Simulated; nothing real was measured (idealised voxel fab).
process module | voxel self aligned contacts
cross-section cut | 230 nm wide | cells 5 nm
A cross-section is a grid of square cells, given in bands from the top down. A band is one or more rows of cells.
Each band's line starts with the height of the band's top and of its bottom, in nm. Then come its materials from left to right, each with its width in nm. One material with "throughout" fills the band from edge to edge. "air" is empty space.
Height 0 is the level under which the wafer as received is all one material. The lowest band goes on downwards, as in "0 down".
A width such as "30 to 40" changes by the same amount from each row of cells to the next, from the band's top row to its bottom row.
"no change" after a step means that no cell of the cross-section changed.
closed voids: empty space of 8 cells or more with no open way to the top, each as width x height at its distance from the left edge, in nm
after a step's settings: what the simulator itself notes on the step
overlay nm, on a step with a mask: how far to the right of its planned place the mask lay; to the left if negative
plan
1 op RECEIVE | material Si
2 op CONFORMAL_DEP | material SiO2 | thk nm 5
3 op DIRECTIONAL_DEP | material polySi | thk nm 25
4 op DIRECTIONAL_DEP | material SiN | thk nm 15
5 op DIRECTIONAL_DEP | material aC | thk nm 10
6 op PATTERN | tone cover | mask id GATE | material resist | width nm 35 | pitch nm 60 | thk nm 25 | overlay nm 0
7 op DIRECTIONAL_ETCH | etch materials aC | depth nm 10
8 op STRIP | etch materials resist
9 op DIRECTIONAL_ETCH | etch materials SiN | depth nm 15
10 op DIRECTIONAL_ETCH | etch materials polySi | depth nm 25
11 op STRIP | etch materials aC
12 op CONFORMAL_DEP | material SiN | thk nm 5
13 op DIRECTIONAL_ETCH | etch materials SiN | depth nm 5
14 op FILL_DEP | material SiO2 | thk nm 20
15 op CMP | height nm 55
16 op PATTERN | tone open | mask id CONTACT | material resist | width nm 35 | pitch nm 60 | thk nm 15 | overlay nm 0
17 op DIRECTIONAL_ETCH | etch materials SiO2 | depth nm 55
18 op STRIP | etch materials resist
19 op CONFORMAL_DEP | material TiN | thk nm 5
20 op FILL_DEP | material Ru | thk nm 5
21 op CMP | height nm 55
22 op CONFORMAL_DEP | material SiN | thk nm 5
first wafer, as planned
as received, after step 1
  0 down: Si throughout
  closed voids: none
after step 2
  5 to 0: SiO2 throughout
  below 0: unchanged
after step 3
  30 to 5: polySi throughout
  below 5: unchanged
after step 4
  45 to 30: SiN throughout
  below 30: unchanged
after step 5
  55 to 45: aC throughout
  below 45: unchanged
after step 6
  80 to 55: air 35 | resist 35 | air 25 | resist 35 | air 25 | resist 35 | air 40
  below 55: unchanged
after step 7
  70 to 55: air 35 | resist 35 | air 25 | resist 35 | air 25 | resist 35 | air 40
  55 to 45: air 35 | aC 35 | air 25 | aC 35 | air 25 | aC 35 | air 40
  below 45: unchanged
after step 8
  55 to 45: air 35 | aC 35 | air 25 | aC 35 | air 25 | aC 35 | air 40
  below 45: unchanged
after step 9
  55 to 45: air 35 | aC 35 | air 25 | aC 35 | air 25 | aC 35 | air 40
  45 to 30: air 35 | SiN 35 | air 25 | SiN 35 | air 25 | SiN 35 | air 40
  below 30: unchanged
after step 10
  55 to 45: air 35 | aC 35 | air 25 | aC 35 | air 25 | aC 35 | air 40
  45 to 30: air 35 | SiN 35 | air 25 | SiN 35 | air 25 | SiN 35 | air 40
  30 to 5: air 35 | polySi 35 | air 25 | polySi 35 | air 25 | polySi 35 | air 40
  below 5: unchanged
after step 11
  45 to 30: air 35 | SiN 35 | air 25 | SiN 35 | air 25 | SiN 35 | air 40
  below 30: unchanged
after step 12
  50 to 30: air 30 | SiN 45 | air 15 | SiN 45 | air 15 | SiN 45 | air 35
  30 to 10: air 30 | SiN 5 | polySi 35 | SiN 5 | air 15 | SiN 5 | polySi 35 | SiN 5 | air 15 | SiN 5 | polySi 35 | SiN 5 | air 35
  10 to 5: SiN 35 | polySi 35 | SiN 25 | polySi 35 | SiN 25 | polySi 35 | SiN 40
  below 5: unchanged
after step 13
  45 to 30: air 30 | SiN 45 | air 15 | SiN 45 | air 15 | SiN 45 | air 35
  30 to 5: air 30 | SiN 5 | polySi 35 | SiN 5 | air 15 | SiN 5 | polySi 35 | SiN 5 | air 15 | SiN 5 | polySi 35 | SiN 5 | air 35
  below 5: unchanged
after step 14
  65 to 45: SiO2 throughout
  45 to 30: SiO2 30 | SiN 45 | SiO2 15 | SiN 45 | SiO2 15 | SiN 45 | SiO2 35
  30 to 5: SiO2 30 | SiN 5 | polySi 35 | SiN 5 | SiO2 15 | SiN 5 | polySi 35 | SiN 5 | SiO2 15 | SiN 5 | polySi 35 | SiN 5 | SiO2 35
  below 5: unchanged
after step 15
  55 to 45: SiO2 throughout
  below 45: unchanged
after step 16
  70 to 55: resist 65 | air 35 | resist 25 | air 35 | resist 70
  below 55: unchanged
after step 17
  70 to 55: resist 65 | air 35 | resist 25 | air 35 | resist 70
  55 to 45: SiO2 65 | air 35 | SiO2 25 | air 35 | SiO2 70
  45 to 30: SiO2 30 | SiN 45 | air 15 | SiN 45 | air 15 | SiN 45 | SiO2 35
  30 to 5: SiO2 30 | SiN 5 | polySi 35 | SiN 5 | air 15 | SiN 5 | polySi 35 | SiN 5 | air 15 | SiN 5 | polySi 35 | SiN 5 | SiO2 35
  5 to 0: SiO2 75 | air 15 | SiO2 45 | air 15 | SiO2 80
  below 0: unchanged
after step 18
  55 to 45: SiO2 65 | air 35 | SiO2 25 | air 35 | SiO2 70
  below 45: unchanged
after step 19
  60 to 55: TiN 70 | air 25 | TiN 35 | air 25 | TiN 75
  55 to 45: SiO2 65 | TiN 5 to 15 | air 25 to 5 | TiN 5 to 15 | SiO2 25 | TiN 5 to 15 | air 25 to 5 | TiN 5 to 15 | SiO2 70
  45 to 30: SiO2 30 | SiN 45 | TiN 5 | air 5 | TiN 5 | SiN 45 | TiN 5 | air 5 | TiN 5 | SiN 45 | SiO2 35
  30 to 5: SiO2 30 | SiN 5 | polySi 35 | SiN 5 | TiN 5 | air 5 | TiN 5 | SiN 5 | polySi 35 | SiN 5 | TiN 5 | air 5 | TiN 5 | SiN 5 | polySi 35 | SiN 5 | SiO2 35
  5 to 0: SiO2 75 | TiN 15 | SiO2 45 | TiN 15 | SiO2 80
  below 0: unchanged
after step 20
  65 to 60: Ru throughout
  60 to 55: TiN 70 | Ru 25 | TiN 35 | Ru 25 | TiN 75
  55 to 45: SiO2 65 | TiN 5 to 15 | Ru 25 to 5 | TiN 5 to 15 | SiO2 25 | TiN 5 to 15 | Ru 25 to 5 | TiN 5 to 15 | SiO2 70
  45 to 30: SiO2 30 | SiN 45 | TiN 5 | Ru 5 | TiN 5 | SiN 45 | TiN 5 | Ru 5 | TiN 5 | SiN 45 | SiO2 35
  30 to 5: SiO2 30 | SiN 5 | polySi 35 | SiN 5 | TiN 5 | Ru 5 | TiN 5 | SiN 5 | polySi 35 | SiN 5 | TiN 5 | Ru 5 | TiN 5 | SiN 5 | polySi 35 | SiN 5 | SiO2 35
  below 5: unchanged
after step 21
  55 to 45: SiO2 65 | TiN 5 to 15 | Ru 25 to 5 | TiN 5 to 15 | SiO2 25 | TiN 5 to 15 | Ru 25 to 5 | TiN 5 to 15 | SiO2 70
  below 45: unchanged
after step 22
  60 to 55: SiN throughout
  below 55: unchanged
second wafer: like start, like plan, one mistake. Through step 5 it matches the first wafer
when step 6 should have ended
  80 to 55: air 25 | resist 35 | air 25 | resist 35 | air 25 | resist 35 | air 50
  below 55: unchanged
when step 7 should have ended
  70 to 55: air 25 | resist 35 | air 25 | resist 35 | air 25 | resist 35 | air 50
  55 to 45: air 25 | aC 35 | air 25 | aC 35 | air 25 | aC 35 | air 50
  below 45: unchanged
when step 8 should have ended
  55 to 45: air 25 | aC 35 | air 25 | aC 35 | air 25 | aC 35 | air 50
  below 45: unchanged
when step 9 should have ended
  55 to 45: air 25 | aC 35 | air 25 | aC 35 | air 25 | aC 35 | air 50
  45 to 30: air 25 | SiN 35 | air 25 | SiN 35 | air 25 | SiN 35 | air 50
  below 30: unchanged
when step 10 should have ended
  55 to 45: air 25 | aC 35 | air 25 | aC 35 | air 25 | aC 35 | air 50
  45 to 30: air 25 | SiN 35 | air 25 | SiN 35 | air 25 | SiN 35 | air 50
  30 to 5: air 25 | polySi 35 | air 25 | polySi 35 | air 25 | polySi 35 | air 50
  below 5: unchanged
when step 11 should have ended
  45 to 30: air 25 | SiN 35 | air 25 | SiN 35 | air 25 | SiN 35 | air 50
  below 30: unchanged
when step 12 should have ended
  50 to 30: air 20 | SiN 45 | air 15 | SiN 45 | air 15 | SiN 45 | air 45
  30 to 10: air 20 | SiN 5 | polySi 35 | SiN 5 | air 15 | SiN 5 | polySi 35 | SiN 5 | air 15 | SiN 5 | polySi 35 | SiN 5 | air 45
  10 to 5: SiN 25 | polySi 35 | SiN 25 | polySi 35 | SiN 25 | polySi 35 | SiN 50
  below 5: unchanged
when step 13 should have ended
  45 to 30: air 20 | SiN 45 | air 15 | SiN 45 | air 15 | SiN 45 | air 45
  30 to 5: air 20 | SiN 5 | polySi 35 | SiN 5 | air 15 | SiN 5 | polySi 35 | SiN 5 | air 15 | SiN 5 | polySi 35 | SiN 5 | air 45
  below 5: unchanged
when step 14 should have ended
  65 to 45: SiO2 throughout
  45 to 30: SiO2 20 | SiN 45 | SiO2 15 | SiN 45 | SiO2 15 | SiN 45 | SiO2 45
  30 to 5: SiO2 20 | SiN 5 | polySi 35 | SiN 5 | SiO2 15 | SiN 5 | polySi 35 | SiN 5 | SiO2 15 | SiN 5 | polySi 35 | SiN 5 | SiO2 45
  below 5: unchanged
when step 15 should have ended
  55 to 45: SiO2 throughout
  below 45: unchanged
when step 16 should have ended
  70 to 55: resist 65 | air 35 | resist 25 | air 35 | resist 70
  below 55: unchanged
when step 17 should have ended
  70 to 55: resist 65 | air 35 | resist 25 | air 35 | resist 70
  55 to 45: SiO2 65 | air 35 | SiO2 25 | air 35 | SiO2 70
  45 to 30: SiO2 20 | SiN 45 | air 15 | SiN 45 | air 15 | SiN 45 | SiO2 45
  30 to 5: SiO2 20 | SiN 5 | polySi 35 | SiN 5 | air 15 | SiN 5 | polySi 35 | SiN 5 | air 15 | SiN 5 | polySi 35 | SiN 5 | SiO2 45
  5 to 0: SiO2 65 | air 15 | SiO2 45 | air 15 | SiO2 90
  below 0: unchanged
when step 18 should have ended
  55 to 45: SiO2 65 | air 35 | SiO2 25 | air 35 | SiO2 70
  below 45: unchanged
when step 19 should have ended
  60 to 55: TiN 70 | air 25 | TiN 35 | air 25 | TiN 75
  55 to 45: SiO2 65 | TiN 5 | air 25 to 5 | TiN 5 to 25 | SiO2 25 | TiN 5 | air 25 to 5 | TiN 5 to 25 | SiO2 70
  45 to 30: SiO2 20 | SiN 45 | TiN 5 | air 5 | TiN 5 | SiN 45 | TiN 5 | air 5 | TiN 5 | SiN 45 | SiO2 45
  30 to 5: SiO2 20 | SiN 5 | polySi 35 | SiN 5 | TiN 5 | air 5 | TiN 5 | SiN 5 | polySi 35 | SiN 5 | TiN 5 | air 5 | TiN 5 | SiN 5 | polySi 35 | SiN 5 | SiO2 45
  5 to 0: SiO2 65 | TiN 15 | SiO2 45 | TiN 15 | SiO2 90
  below 0: unchanged
when step 20 should have ended
  65 to 60: Ru throughout
  60 to 55: TiN 70 | Ru 25 | TiN 35 | Ru 25 | TiN 75
  55 to 45: SiO2 65 | TiN 5 | Ru 25 to 5 | TiN 5 to 25 | SiO2 25 | TiN 5 | Ru 25 to 5 | TiN 5 to 25 | SiO2 70
  45 to 30: SiO2 20 | SiN 45 | TiN 5 | Ru 5 | TiN 5 | SiN 45 | TiN 5 | Ru 5 | TiN 5 | SiN 45 | SiO2 45
  30 to 5: SiO2 20 | SiN 5 | polySi 35 | SiN 5 | TiN 5 | Ru 5 | TiN 5 | SiN 5 | polySi 35 | SiN 5 | TiN 5 | Ru 5 | TiN 5 | SiN 5 | polySi 35 | SiN 5 | SiO2 45
  below 5: unchanged
when step 21 should have ended
  55 to 45: SiO2 65 | TiN 5 | Ru 25 to 5 | TiN 5 to 25 | SiO2 25 | TiN 5 | Ru 25 to 5 | TiN 5 to 25 | SiO2 70
  below 45: unchanged
when step 22 should have ended
  60 to 55: SiN throughout
  below 55: unchanged
what went wrong: step 6 ran as: op PATTERN | tone cover | mask id GATE | material resist | width nm 35 | pitch nm 60 | thk nm 25 | overlay nm -10
at the end the second wafer has, in cells: as many of each material as the first, in other places
